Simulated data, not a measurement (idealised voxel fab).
process module | voxel fin reveal
cross-section cut | 230 nm wide | cells 5 nm
A cross-section is a grid of square cells, given in bands from the top down. A band is one or more rows of cells.
Each band's line starts with the height of the band's top and of its bottom, in nm. Then come its materials from left to right, each with its width in nm. One material with "throughout" fills the band from edge to edge. "air" is empty space.
Height 0 is the level under which the wafer as received is all one material. The lowest band goes on downwards, as in "0 down".
A width such as "30 to 40" changes by the same amount from each row of cells to the next, from the band's top row to its bottom row.
"no change" after a step means that no cell of the cross-section changed.
closed voids: empty space of 8 cells or more with no open way to the top, each as width x height at its distance from the left edge, in nm
after a step's settings: what the simulator itself notes on the step
overlay nm, on a step with a mask: how far to the right of its planned place the mask lay; to the left if negative
plan
1 op RECEIVE | material Si
2 op CONFORMAL_DEP | material SiN | thk nm 5
3 op DIRECTIONAL_DEP | material aC | thk nm 10
4 op PATTERN | tone cover | mask id FINS | material resist | width nm 15 | pitch nm 40 | thk nm 25 | overlay nm 0
5 op DIRECTIONAL_ETCH | etch materials aC | depth nm 10
6 op STRIP | etch materials resist
7 op DIRECTIONAL_ETCH | etch materials SiN | depth nm 5
8 op DIRECTIONAL_ETCH | etch materials Si | depth nm 30
9 op STRIP | etch materials aC
10 op OXIDIZE | depth nm 5
11 op FILL_DEP | material SiO2 | thk nm 10
12 op CMP | height nm 5
13 op SELECTIVE_ETCH | etch materials SiO2 | depth nm 15
14 op STRIP | etch materials SiN
15 op CONFORMAL_DEP | material HfO2 | thk nm 5
first wafer, as planned
as received, after step 1
  0 down: Si throughout
  closed voids: none
after step 2
  5 to 0: SiN throughout
  below 0: unchanged
after step 3
  15 to 5: aC throughout
  below 5: unchanged
after step 4
  40 to 15: air 85 | resist 15 | air 25 | resist 15 | air 90
  below 15: unchanged
after step 5
  30 to 15: air 85 | resist 15 | air 25 | resist 15 | air 90
  15 to 5: air 85 | aC 15 | air 25 | aC 15 | air 90
  below 5: unchanged
after step 6
  15 to 5: air 85 | aC 15 | air 25 | aC 15 | air 90
  below 5: unchanged
after step 7
  15 to 5: air 85 | aC 15 | air 25 | aC 15 | air 90
  5 to 0: air 85 | SiN 15 | air 25 | SiN 15 | air 90
  below 0: unchanged
after step 8
  15 to 5: air 85 | aC 15 | air 25 | aC 15 | air 90
  5 to 0: air 85 | SiN 15 | air 25 | SiN 15 | air 90
  0 to -30: air 85 | Si 15 | air 25 | Si 15 | air 90
  below -30: unchanged
after step 9
  5 to 0: air 85 | SiN 15 | air 25 | SiN 15 | air 90
  below 0: unchanged
after step 10
  5 to 0: air 85 | SiN 15 | air 25 | SiN 15 | air 90
  0 to -30: air 85 | SiO2 5 | Si 5 | SiO2 5 | air 25 | SiO2 5 | Si 5 | SiO2 5 | air 90
  -30 to -35: SiO2 90 | Si 5 | SiO2 35 | Si 5 | SiO2 95
  below -35: unchanged
after step 11
  15 to 5: SiO2 throughout
  5 to 0: SiO2 85 | SiN 15 | SiO2 25 | SiN 15 | SiO2 90
  0 to -35: SiO2 90 | Si 5 | SiO2 35 | Si 5 | SiO2 95
  below -35: unchanged
after step 12
  5 to 0: SiO2 85 | SiN 15 | SiO2 25 | SiN 15 | SiO2 90
  below 0: unchanged
after step 13
  5 to 0: air 85 | SiN 15 | air 25 | SiN 15 | air 90
  0 to -10: air 90 | Si 5 | air 35 | Si 5 | air 95
  below -10: unchanged
after step 14
  0 to -10: air 90 | Si 5 | air 35 | Si 5 | air 95
  below -10: unchanged
after step 15
  5 to 0: air 85 | HfO2 15 | air 25 | HfO2 15 | air 90
  0 to -5: air 85 | HfO2 5 | Si 5 | HfO2 5 | air 25 | HfO2 5 | Si 5 | HfO2 5 | air 90
  -5 to -10: HfO2 90 | Si 5 | HfO2 35 | Si 5 | HfO2 95
  below -10: unchanged
second wafer: like start, like plan, one mistake. Through step 12 it matches the first wafer
when step 13 should have ended
  5 to 0: air 85 | SiN 15 | air 25 | SiN 15 | air 90
  0 to -25: air 90 | Si 5 | air 35 | Si 5 | air 95
  below -25: unchanged
when step 14 should have ended
  0 to -25: air 90 | Si 5 | air 35 | Si 5 | air 95
  below -25: unchanged
when step 15 should have ended
  5 to 0: air 85 | HfO2 15 | air 25 | HfO2 15 | air 90
  0 to -20: air 85 | HfO2 5 | Si 5 | HfO2 5 | air 25 | HfO2 5 | Si 5 | HfO2 5 | air 90
  -20 to -25: HfO2 90 | Si 5 | HfO2 35 | Si 5 | HfO2 95
  below -25: unchanged
what went wrong: step 13 was run twice
at the end the second wafer has, in cells: 12 more of HfO2 | 132 fewer of SiO2
